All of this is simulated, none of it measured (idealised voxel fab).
The name of this process module is voxel ribs on slabs.
Cross-section cut: width 190 nm, square cells of 5 nm.
Cross-section layout: square cells on a grid; listed as bands, top to bottom; a band spans one or more cell rows.
This entry defines a band. It first specifies the height of the band's top and the height of its bottom in nm, and then specifies the band's materials from left to right, stating each material with its width in nm. The word "edge to edge" identifies a single material that fills the band from edge to edge, while the word "empty" identifies empty space.
Ref level 0: as-received wafer is one material below here. Bottom band extends down with no lower bound ("top 0, no bottom").
Graded width ("30->40"): value in top row of band = first number; value in bottom row = second number; row-to-row change constant.
Step marked "no alteration"? Then no cell in the cross-section changed in it.
Empty spaces counting at least 8 cells and having no open way to the top are listed in "Voids, enclosed". The notation width x height at distance is used for each, the distance being from the left edge and all three values in nm.
after a step's settings: what the simulator itself notes on the step
Steps that use a mask can have "overlay nm" on their line. It says how far the mask sat to the right of where it was meant to be. Negative means to the left.
-- Process steps foreseen in the plan
| 1 | RECEIVE, material Si |
| 2 | DIRECTIONAL_DEP, material SiO2, thk nm 20 |
| 3 | DIRECTIONAL_DEP, material SiN, thk nm 20 |
| 4 | DIRECTIONAL_DEP, material aC, thk nm 15 |
| 5 | PATTERN, tone cover, mask id RIB, material resist, width nm 20, thk nm 30, overlay nm 0 |
| 6 | DIRECTIONAL_ETCH, etch materials aC, depth nm 15 |
| 7 | STRIP, etch materials resist |
| 8 | DIRECTIONAL_ETCH, etch materials SiN, depth nm 10 |
| 9 | STRIP, etch materials aC |
| 10 | PATTERN, tone cover, mask id SLAB, material resist, width nm 70, thk nm 15, overlay nm 0 |
| 11 | DIRECTIONAL_ETCH, etch materials SiN, depth nm 10 |
| 12 | STRIP, etch materials resist |
| 13 | FILL_DEP, material SiO2, thk nm 30 |
| 14 | CMP, height nm 60 |
| 15 | DIRECTIONAL_DEP, material W, thk nm 5 |
| 16 | DIRECTIONAL_DEP, material aC, thk nm 15 |
| 17 | PATTERN, tone cover, mask id HEATER, material resist, width nm 30, thk nm 30, overlay nm 0 |
| 18 | DIRECTIONAL_ETCH, etch materials aC, depth nm 15 |
| 19 | STRIP, etch materials resist |
| 20 | DIRECTIONAL_ETCH, etch materials W, depth nm 5 |
| 21 | STRIP, etch materials aC |
| 22 | CONFORMAL_DEP, material SiN, thk nm 5 |
-- Wafer at receipt (post step 1), cross-section
* top 0, no bottom | Si edge to edge
* Voids, enclosed: none
-- first wafer at the end, as planned
* top 70, bottom 65 | 75 empty, then 40 SiN, then 75 empty
* top 65, bottom 60 | 80 SiN, then 30 W, then 80 SiN
* top 60, bottom 40 | SiO2 edge to edge
* top 40, bottom 30 | 85 SiO2, then 20 SiN, then 85 SiO2
* top 30, bottom 20 | 60 SiO2, then 70 SiN, then 60 SiO2
* top 20, bottom 0 | SiO2 edge to edge
* top 0, no bottom | Si edge to edge
* Voids, enclosed: none
-- End of module, second wafer, cross-section. Started like the first, planned like the first, run with one mistake
* top 70, bottom 65 | 75 empty, then 40 SiN, then 75 empty
* top 65, bottom 60 | 80 SiN, then 30 W, then 80 SiN
* top 60, bottom 40 | SiO2 edge to edge
* top 40, bottom 30 | 85 SiO2, then 20 SiN, then 85 SiO2
* top 30, bottom 20 | 65 SiO2, then 65 SiN, then 60 SiO2
* top 20, bottom 0 | SiO2 edge to edge
* top 0, no bottom | Si edge to edge
* Voids, enclosed: none
Processing error: so step 10 ended up running with a different setting than we planned, it ran as PATTERN, tone cover, mask id SLAB, material resist, width nm 65, thk nm 15, overlay nm 0
The second wafer ends with more or fewer cells of some materials than the first, per final count: SiN: 2 fewer, SiO2: 2 more
